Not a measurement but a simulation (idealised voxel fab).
Herein follows the process module entitled voxel tone inversion.
Shown is cross-section cut, with a width of 280 nm and square cells of size 5 nm.
In this document a cross-section is written as a grid of square cells. It is given as a series of bands, listed from the top down, and a band is one or more rows of cells.
Each band's line starts with the height of the band's top and of its bottom, in nm. Then come its materials from left to right, each with its width in nm. One material with "full width" fills the band from edge to edge. "air" is empty space.
The level at which height equals 0 is the one under which the wafer, as it arrives, is entirely one material. No lower edge exists for the bottom band, which continues downward and is notated as in "from 0 down".
A two-number width, for instance "30..40", indicates that the width is equal to the first number in the top row of the band and to the second number in the bottom row, and that it changes by a constant amount per row of cells.
When a step is marked "all unchanged", none of the cells in the cross-section changed during that step.
The entry titled "Trapped void list" provides the empty spaces that have no open way to the top, restricted to those of 8 cells or more. Each is presented as width x height at distance, the distance being measured from the left edge, with all three in nm.
That trailing text on a step's line, after the settings, is the simulator's own remark on the step.
A step's line can hold "overlay nm"; with a mask on that step, the setting says how far right of the planned place the mask lay, while a negative setting says it lay to the left.
This section lists the process steps that were planned
1) RECEIVE: material Si
2) CONFORMAL_DEP: material SiCN, thk nm 10
3) DIRECTIONAL_DEP: material aC, thk nm 20
4) PATTERN: tone cover, mask id POSTS, material resist, width nm 15, pitch nm 30, thk nm 30, overlay nm 0
5) DIRECTIONAL_ETCH: etch materials aC, depth nm 20
6) STRIP: etch materials resist
7) FILL_DEP: material SiO2, thk nm 5
8) CMP: height nm 30
9) STRIP: etch materials aC
Cross-section: wafer on arrival = after step 1
	from 0 down = Si full width
	Trapped void list: none
Cross-sectional view of the first of the two wafers upon completion of the module, processed in accordance with the plan
	from 30 to 10 = SiO2=100, air=15, SiO2=15, air=15, SiO2=15, air=15, SiO2=105
	from 10 to 0 = SiCN full width
	from 0 down = Si full width
	Trapped void list: none
This is the second of the two wafers, cross-sectioned at the end of the module; it started exactly like the first and was given the same plan, but it was run with one mistake
	from 30 to 20 = SiCN full width
	from 20 to 0 = aC full width
	from 0 down = Si full width
	Trapped void list: none
Misprocessing identified: note: step 2 <-> step 3, run order reversed vs plan
Cell-count delta at end, second wafer over first, by material: SiO2 -188; aC +224
